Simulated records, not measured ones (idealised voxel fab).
process module | voxel wiring stack
cross-section cut | 255 nm wide | cells 5 nm
A cross-section is a grid of square cells, given in bands from the top down. A band is one or more rows of cells.
Each band's line starts with the height of the band's top and of its bottom, in nm. Then come its materials from left to right, each with its width in nm. One material with "throughout" fills the band from edge to edge. "air" is empty space.
Height 0 is the level under which the wafer as received is all one material. The lowest band goes on downwards, as in "0 down".
A width such as "30 to 40" changes by the same amount from each row of cells to the next, from the band's top row to its bottom row.
"no change" after a step means that no cell of the cross-section changed.
closed voids: empty space of 8 cells or more with no open way to the top, each as width x height at its distance from the left edge, in nm
after a step's settings: what the simulator itself notes on the step
overlay nm, on a step with a mask: how far to the right of its planned place the mask lay; to the left if negative
plan
1 op RECEIVE | material Si
2 op CONFORMAL_DEP | material SiO2 | thk nm 15
3 op DIRECTIONAL_DEP | material TiN | thk nm 5
4 op DIRECTIONAL_DEP | material W | thk nm 15
5 op DIRECTIONAL_DEP | material aC | thk nm 10
6 op PATTERN | tone cover | mask id METAL_1 | material resist | width nm 30 | pitch nm 50 | thk nm 25 | overlay nm 0
7 op DIRECTIONAL_ETCH | etch materials aC | depth nm 10
8 op STRIP | etch materials resist
9 op DIRECTIONAL_ETCH | etch materials W | depth nm 15
10 op DIRECTIONAL_ETCH | etch materials TiN | depth nm 5
11 op STRIP | etch materials aC
12 op FILL_DEP | material SiO2 | thk nm 10
13 op CMP | height nm 35
14 op CONFORMAL_DEP | material SiCN | thk nm 5
15 op DIRECTIONAL_DEP | material lowk | thk nm 10
16 op PATTERN | tone open | mask id PLUG_1 | material resist | width nm 15 | pitch nm 50 | thk nm 20 | overlay nm 0
17 op DIRECTIONAL_ETCH | etch materials lowk | depth nm 10
18 op DIRECTIONAL_ETCH | etch materials SiCN | depth nm 5
19 op STRIP | etch materials resist
20 op CONFORMAL_DEP | material TiN | thk nm 5
21 op FILL_DEP | material Ru | thk nm 5
22 op CMP | height nm 50
23 op DIRECTIONAL_DEP | material TiN | thk nm 5
24 op DIRECTIONAL_DEP | material Ru | thk nm 15
25 op DIRECTIONAL_DEP | material aC | thk nm 10
26 op PATTERN | tone cover | mask id METAL_2 | material resist | width nm 30 | pitch nm 50 | thk nm 25 | overlay nm 0
27 op DIRECTIONAL_ETCH | etch materials aC | depth nm 10
28 op STRIP | etch materials resist
29 op DIRECTIONAL_ETCH | etch materials Ru | depth nm 15
30 op DIRECTIONAL_ETCH | etch materials TiN | depth nm 5
31 op STRIP | etch materials aC
32 op CONFORMAL_DEP | material SiCN | thk nm 5
33 op FILL_DEP | material lowk | thk nm 10
34 op CMP | height nm 70
35 op CONFORMAL_DEP | material SiCN | thk nm 5
varied across the wafers: width nm of step 16. The plan shows the first wafer's value. All wafers start alike
first wafer as received, after step 1
  0 down: Si throughout
  closed voids: none
first wafer at the end, after step 35
  75 to 70: SiCN throughout
  70 to 55: lowk 30 | SiCN 5 | Ru 30 | SiCN 5 | lowk 10 | SiCN 5 | Ru 30 | SiCN 5 | lowk 10 | SiCN 5 | Ru 30 | SiCN 5 | lowk 10 | SiCN 5 | Ru 30 | SiCN 5 | lowk 35
  55 to 50: SiCN 35 | TiN 30 | SiCN 20 | TiN 30 | SiCN 20 | TiN 30 | SiCN 20 | TiN 30 | SiCN 40
  50 to 40: lowk 35 | TiN 5 | Ru 5 | TiN 5 | lowk 35 | TiN 5 | Ru 5 | TiN 5 | lowk 35 | TiN 5 | Ru 5 | TiN 5 | lowk 35 | TiN 5 | Ru 5 | TiN 5 | lowk 55
  40 to 35: SiCN 35 | TiN 15 | SiCN 35 | TiN 15 | SiCN 35 | TiN 15 | SiCN 35 | TiN 15 | SiCN 55
  35 to 20: SiO2 35 | W 30 | SiO2 20 | W 30 | SiO2 20 | W 30 | SiO2 20 | W 30 | SiO2 40
  20 to 15: SiO2 35 | TiN 30 | SiO2 20 | TiN 30 | SiO2 20 | TiN 30 | SiO2 20 | TiN 30 | SiO2 40
  15 to 0: SiO2 throughout
  0 down: Si throughout
  closed voids: none
last wafer at the end
  75 to 70: SiCN throughout
  70 to 55: lowk 30 | SiCN 5 | Ru 30 | SiCN 5 | lowk 10 | SiCN 5 | Ru 30 | SiCN 5 | lowk 10 | SiCN 5 | Ru 30 | SiCN 5 | lowk 10 | SiCN 5 | Ru 30 | SiCN 5 | lowk 35
  55 to 50: SiCN 35 | TiN 30 | SiCN 20 | TiN 30 | SiCN 20 | TiN 30 | SiCN 20 | TiN 30 | SiCN 40
  50 to 40: lowk 30 | TiN 5 | Ru 20 | TiN 5 | lowk 20 | TiN 5 | Ru 20 | TiN 5 | lowk 20 | TiN 5 | Ru 20 | TiN 5 | lowk 20 | TiN 5 | Ru 20 | TiN 5 | lowk 45
  40 to 35: SiCN 30 | TiN 30 | SiCN 20 | TiN 30 | SiCN 20 | TiN 30 | SiCN 20 | TiN 30 | SiCN 45
  35 to 20: SiO2 35 | W 30 | SiO2 20 | W 30 | SiO2 20 | W 30 | SiO2 20 | W 30 | SiO2 40
  20 to 15: SiO2 35 | TiN 30 | SiO2 20 | TiN 30 | SiO2 20 | TiN 30 | SiO2 20 | TiN 30 | SiO2 40
  15 to 0: SiO2 throughout
  0 down: Si throughout
  closed voids: none
each wafer at the end: cells of each material gained (+) or lost (-) since it was received, then its closed voids
width nm 15 | +80 Ru | +141 SiCN | +261 SiO2 | +76 TiN | +72 W | +135 lowk | closed voids: none
width nm 20 | +88 Ru | +137 SiCN | +261 SiO2 | +80 TiN | +72 W | +127 lowk | closed voids: none
width nm 25 | +96 Ru | +133 SiCN | +261 SiO2 | +84 TiN | +72 W | +119 lowk | closed voids: none
width nm 30 | +104 Ru | +129 SiCN | +261 SiO2 | +88 TiN | +72 W | +111 lowk | closed voids: none
